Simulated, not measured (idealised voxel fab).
The name of this process module is voxel double patterning.
The cross-section on display is named cut; it measures 155 nm wide, and its cells are 5 nm squares.
Throughout this document, each cross-section is represented as a grid of square cells and is presented as a sequence of bands enumerated from the top downward, where a band comprises one or more rows of cells.
Read a band's entry like this: the first values are the height of its top and the height of its bottom in nm, and what follows is the sequence of materials from left to right, each with its width in nm. Note that "empty" is empty space, and that a single material marked "everywhere" reaches across the band from edge to edge.
Where do heights start? At 0: under that level the wafer as delivered is made of one material only. And the lowest band has no floor; it just carries on downward, as in "from 0 down".
Width spec "30 to 40" -> top row of cells at first value, bottom row at second value, equal per-row change in between.
When a step is marked "no modification", none of the cells in the cross-section changed during that step.
The label "Closed-off voids" introduces a list of the empty spaces, 8 cells or larger, that have no open way up to the top; each entry in it reads width x height at distance, where the distance is taken from the left edge and all three are stated in nm.
Where a step's line continues beyond its settings, the continuation is a remark by the simulator itself on that step.
overlay nm: on a step with a mask, how far right of its planned place the mask lay; negative means left.

**Process steps - plan**
- 1: RECEIVE: material Si
- 2: CONFORMAL_DEP: material SiO2, thk nm 10
- 3: DIRECTIONAL_DEP: material polySi, thk nm 15
- 4: DIRECTIONAL_DEP: material SiCN, thk nm 10
- 5: MASKED_ETCH: tone open, mask id FIRST, width nm 15, pitch nm 50, etch materials SiCN, depth nm 10, overlay nm 0
- 6: MASKED_ETCH: tone open, mask id SECOND, width nm 15, pitch nm 50, etch materials SiCN, depth nm 10, overlay nm 0
- 7: DIRECTIONAL_ETCH: etch materials polySi, depth nm 15
- 8: STRIP: etch materials SiCN

**Received-state cross-section, reflecting completion of step 1**
- from 0 down  Si everywhere
- Closed-off voids: none

**Looking at the first of two wafers in cross-section at end of module - ran to plan**
- from 25 to 10  polySi 20 nm | empty 15 nm | polySi 10 nm | empty 15 nm | polySi 10 nm | empty 15 nm | polySi 10 nm | empty 15 nm | polySi 10 nm | empty 15 nm | polySi 20 nm
- from 10 to 0  SiO2 everywhere
- from 0 down  Si everywhere
- Closed-off voids: none

**Wafer two (of two), end-of-module cross-section: start = wafer one, plan = wafer one, one run mistake**
- from 30 to 15  polySi 20 nm | empty 15 nm | polySi 10 nm | empty 15 nm | polySi 10 nm | empty 15 nm | polySi 10 nm | empty 15 nm | polySi 10 nm | empty 15 nm | polySi 20 nm
- from 15 to 0  SiO2 everywhere
- from 0 down  Si everywhere
- Closed-off voids: none
Where did the run depart from the plan? contrary to plan, step 2 was performed as CONFORMAL_DEP: material SiO2, thk nm 15
Upon completion, the second wafer contains, in terms of cells, a greater or smaller amount of certain materials than the first wafer: 31 more of SiO2
